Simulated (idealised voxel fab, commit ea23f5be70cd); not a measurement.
The document below concerns the process module designated voxel gate over fins.
Each square cell in cross-section cut measures 5 nm, and the section as a whole is 245 nm wide.
Heads up, the way a cross-section reads in here is a grid of square cells, handed over as bands from the top down, with every band being one or more rows of cells.
Look at the band entry: it leads with the top's height and the bottom's height in nm. Then it lists the materials left to right, with a width in nm for each. The word "everywhere" on a single material says that material fills the band edge to edge. The word "blank" is empty space.
Convention: height 0 is the level below which the wafer, as received, is all one material. The lowest band does not terminate at the bottom but continues downward, represented as "0 -> down".
So if you see something like "30->40" for the width, read it as the top row of the band sitting at the first number and the bottom row at the second, with every row in between moving by the same amount as the last.
A step reported as "nothing was modified" is a step in which no cell of the cross-section changed.
Listed in "Enclosed voids": every empty space of 8 or more cells without an open way to the top. Form: width x height at distance, the distance being from the left edge, all in nm.
Step line, after settings: the simulator's comment on this step.
overlay nm: for a step with a mask, the amount by which the mask lay right of where it was planned; a negative amount means left of it.
The following list gives the planned process steps
1: RECEIVE | material Si
2: CONFORMAL_DEP | material SiN | thk nm 5
3: PATTERN | tone cover | mask id FINS | material resist | width nm 15 | pitch nm 45 | thk nm 20 | overlay nm 0
4: DIRECTIONAL_ETCH | etch materials SiN | depth nm 5
5: DIRECTIONAL_ETCH | etch materials Si | depth nm 40
6: STRIP | etch materials resist
7: FILL_DEP | material SiO2 | thk nm 10
8: CMP | height nm 5
9: SELECTIVE_ETCH | etch materials SiO2 | depth nm 20
10: STRIP | etch materials SiN
11: CONFORMAL_DEP | material HfO2 | thk nm 5
12: CONFORMAL_DEP | material TiN | thk nm 5
13: CONFORMAL_DEP | material TiAl | thk nm 5
14: CONFORMAL_DEP | material TiN | thk nm 5
15: FILL_DEP | material W | thk nm 10
16: CMP | height nm 25
17: CONFORMAL_DEP | material SiN | thk nm 10
On the first of the two wafers: run conducted according to plan
Received-state cross-section, reflecting completion of step 1
> 0 -> down: Si everywhere
> Enclosed voids: none
State of the wafer after step 2, shown in cross-section
> 5 -> 0: SiN everywhere
> Nothing below the height 0 has changed.
State of the wafer after step 3, shown in cross-section
> 25 -> 5: blank 45 nm; resist 15 nm; blank 30 nm; resist 15 nm; blank 30 nm; resist 15 nm; blank 30 nm; resist 15 nm; blank 50 nm
> Nothing below the height 5 has changed.
State of the wafer after step 4, shown in cross-section
> 25 -> 5: blank 45 nm; resist 15 nm; blank 30 nm; resist 15 nm; blank 30 nm; resist 15 nm; blank 30 nm; resist 15 nm; blank 50 nm
> 5 -> 0: blank 45 nm; SiN 15 nm; blank 30 nm; SiN 15 nm; blank 30 nm; SiN 15 nm; blank 30 nm; SiN 15 nm; blank 50 nm
> Nothing below the height 0 has changed.
State of the wafer after step 5, shown in cross-section
> 25 -> 5: blank 45 nm; resist 15 nm; blank 30 nm; resist 15 nm; blank 30 nm; resist 15 nm; blank 30 nm; resist 15 nm; blank 50 nm
> 5 -> 0: blank 45 nm; SiN 15 nm; blank 30 nm; SiN 15 nm; blank 30 nm; SiN 15 nm; blank 30 nm; SiN 15 nm; blank 50 nm
> 0 -> -40: blank 45 nm; Si 15 nm; blank 30 nm; Si 15 nm; blank 30 nm; Si 15 nm; blank 30 nm; Si 15 nm; blank 50 nm
> Nothing below the height -40 has changed.
State of the wafer after step 6, shown in cross-section
> 5 -> 0: blank 45 nm; SiN 15 nm; blank 30 nm; SiN 15 nm; blank 30 nm; SiN 15 nm; blank 30 nm; SiN 15 nm; blank 50 nm
> Nothing below the height 0 has changed.
State of the wafer after step 7, shown in cross-section
> 15 -> 5: SiO2 everywhere
> 5 -> 0: SiO2 45 nm; SiN 15 nm; SiO2 30 nm; SiN 15 nm; SiO2 30 nm; SiN 15 nm; SiO2 30 nm; SiN 15 nm; SiO2 50 nm
> 0 -> -40: SiO2 45 nm; Si 15 nm; SiO2 30 nm; Si 15 nm; SiO2 30 nm; Si 15 nm; SiO2 30 nm; Si 15 nm; SiO2 50 nm
> Nothing below the height -40 has changed.
State of the wafer after step 8, shown in cross-section
> 5 -> 0: SiO2 45 nm; SiN 15 nm; SiO2 30 nm; SiN 15 nm; SiO2 30 nm; SiN 15 nm; SiO2 30 nm; SiN 15 nm; SiO2 50 nm
> Nothing below the height 0 has changed.
State of the wafer after step 9, shown in cross-section
> 5 -> 0: blank 45 nm; SiN 15 nm; blank 30 nm; SiN 15 nm; blank 30 nm; SiN 15 nm; blank 30 nm; SiN 15 nm; blank 50 nm
> 0 -> -15: blank 45 nm; Si 15 nm; blank 30 nm; Si 15 nm; blank 30 nm; Si 15 nm; blank 30 nm; Si 15 nm; blank 50 nm
> Nothing below the height -15 has changed.
State of the wafer after step 10, shown in cross-section
> 0 -> -15: blank 45 nm; Si 15 nm; blank 30 nm; Si 15 nm; blank 30 nm; Si 15 nm; blank 30 nm; Si 15 nm; blank 50 nm
> Nothing below the height -15 has changed.
State of the wafer after step 11, shown in cross-section
> 5 -> 0: blank 40 nm; HfO2 25 nm; blank 20 nm; HfO2 25 nm; blank 20 nm; HfO2 25 nm; blank 20 nm; HfO2 25 nm; blank 45 nm
> 0 -> -10: blank 40 nm; HfO2 5 nm; Si 15 nm; HfO2 5 nm; blank 20 nm; HfO2 5 nm; Si 15 nm; HfO2 5 nm; blank 20 nm; HfO2 5 nm; Si 15 nm; HfO2 5 nm; blank 20 nm; HfO2 5 nm; Si 15 nm; HfO2 5 nm; blank 45 nm
> -10 -> -15: HfO2 45 nm; Si 15 nm; HfO2 30 nm; Si 15 nm; HfO2 30 nm; Si 15 nm; HfO2 30 nm; Si 15 nm; HfO2 50 nm
> Nothing below the height -15 has changed.
State of the wafer after step 12, shown in cross-section
> 10 -> 5: blank 35 nm; TiN 35 nm; blank 10 nm; TiN 35 nm; blank 10 nm; TiN 35 nm; blank 10 nm; TiN 35 nm; blank 40 nm
> 5 -> 0: blank 35 nm; TiN 5 nm; HfO2 25 nm; TiN 5 nm; blank 10 nm; TiN 5 nm; HfO2 25 nm; TiN 5 nm; blank 10 nm; TiN 5 nm; HfO2 25 nm; TiN 5 nm; blank 10 nm; TiN 5 nm; HfO2 25 nm; TiN 5 nm; blank 40 nm
> 0 -> -5: blank 35 nm; TiN 5 nm; HfO2 5 nm; Si 15 nm; HfO2 5 nm; TiN 5 nm; blank 10 nm; TiN 5 nm; HfO2 5 nm; Si 15 nm; HfO2 5 nm; TiN 5 nm; blank 10 nm; TiN 5 nm; HfO2 5 nm; Si 15 nm; HfO2 5 nm; TiN 5 nm; blank 10 nm; TiN 5 nm; HfO2 5 nm; Si 15 nm; HfO2 5 nm; TiN 5 nm; blank 40 nm
> -5 -> -10: TiN 40 nm; HfO2 5 nm; Si 15 nm; HfO2 5 nm; TiN 20 nm; HfO2 5 nm; Si 15 nm; HfO2 5 nm; TiN 20 nm; HfO2 5 nm; Si 15 nm; HfO2 5 nm; TiN 20 nm; HfO2 5 nm; Si 15 nm; HfO2 5 nm; TiN 45 nm
> Nothing below the height -10 has changed.
State of the wafer after step 13, shown in cross-section
> 15 -> 10: blank 30 nm; TiAl 180 nm; blank 35 nm
> 10 -> 5: blank 30 nm; TiAl 5 nm; TiN 35 nm; TiAl 10 nm; TiN 35 nm; TiAl 10 nm; TiN 35 nm; TiAl 10 nm; TiN 35 nm; TiAl 5 nm; blank 35 nm
> 5 -> 0: blank 30 nm; TiAl 5 nm; TiN 5 nm; HfO2 25 nm; TiN 5 nm; TiAl 10 nm; TiN 5 nm; HfO2 25 nm; TiN 5 nm; TiAl 10 nm; TiN 5 nm; HfO2 25 nm; TiN 5 nm; TiAl 10 nm; TiN 5 nm; HfO2 25 nm; TiN 5 nm; TiAl 5 nm; blank 35 nm
> 0 -> -5: TiAl 35 nm; TiN 5 nm; HfO2 5 nm; Si 15 nm; HfO2 5 nm; TiN 5 nm; TiAl 10 nm; TiN 5 nm; HfO2 5 nm; Si 15 nm; HfO2 5 nm; TiN 5 nm; TiAl 10 nm; TiN 5 nm; HfO2 5 nm; Si 15 nm; HfO2 5 nm; TiN 5 nm; TiAl 10 nm; TiN 5 nm; HfO2 5 nm; Si 15 nm; HfO2 5 nm; TiN 5 nm; TiAl 40 nm
> Nothing below the height -5 has changed.
State of the wafer after step 14, shown in cross-section
> 20 -> 15: blank 25 nm; TiN 190 nm; blank 30 nm
> 15 -> 10: blank 25 nm; TiN 5 nm; TiAl 180 nm; TiN 5 nm; blank 30 nm
> 10 -> 5: blank 25 nm; TiN 5 nm; TiAl 5 nm; TiN 35 nm; TiAl 10 nm; TiN 35 nm; TiAl 10 nm; TiN 35 nm; TiAl 10 nm; TiN 35 nm; TiAl 5 nm; TiN 5 nm; blank 30 nm
> 5 -> 0: TiN 30 nm; TiAl 5 nm; TiN 5 nm; HfO2 25 nm; TiN 5 nm; TiAl 10 nm; TiN 5 nm; HfO2 25 nm; TiN 5 nm; TiAl 10 nm; TiN 5 nm; HfO2 25 nm; TiN 5 nm; TiAl 10 nm; TiN 5 nm; HfO2 25 nm; TiN 5 nm; TiAl 5 nm; TiN 35 nm
> Nothing below the height 0 has changed.
State of the wafer after step 15, shown in cross-section
> 30 -> 20: W everywhere
> 20 -> 15: W 25 nm; TiN 190 nm; W 30 nm
> 15 -> 10: W 25 nm; TiN 5 nm; TiAl 180 nm; TiN 5 nm; W 30 nm
> 10 -> 5: W 25 nm; TiN 5 nm; TiAl 5 nm; TiN 35 nm; TiAl 10 nm; TiN 35 nm; TiAl 10 nm; TiN 35 nm; TiAl 10 nm; TiN 35 nm; TiAl 5 nm; TiN 5 nm; W 30 nm
> Nothing below the height 5 has changed.
State of the wafer after step 16, shown in cross-section
> 25 -> 20: W everywhere
> Nothing below the height 20 has changed.
State of the wafer after step 17, shown in cross-section
> 35 -> 25: SiN everywhere
> Nothing below the height 25 has changed.
For the second wafer, take the first wafer's start and plan, then add one mistake made in running it; everything through step 15, that step included, is shared with the first
Second wafer, sectioned view, at step 16's planned end time
> 15 -> 10: W 25 nm; TiN 5 nm; TiAl 180 nm; TiN 5 nm; W 30 nm
> Nothing below the height 10 has changed.
Second wafer, sectioned view, at step 17's planned end time
> 25 -> 15: SiN everywhere
> Nothing below the height 15 has changed.
Plan not followed: so step 16 ended up running with a different setting than we planned, it ran as CMP | height nm 15
Upon completion, the second wafer contains, in terms of cells, a greater or smaller amount of certain materials than the first wafer: -38 TiN | -60 W
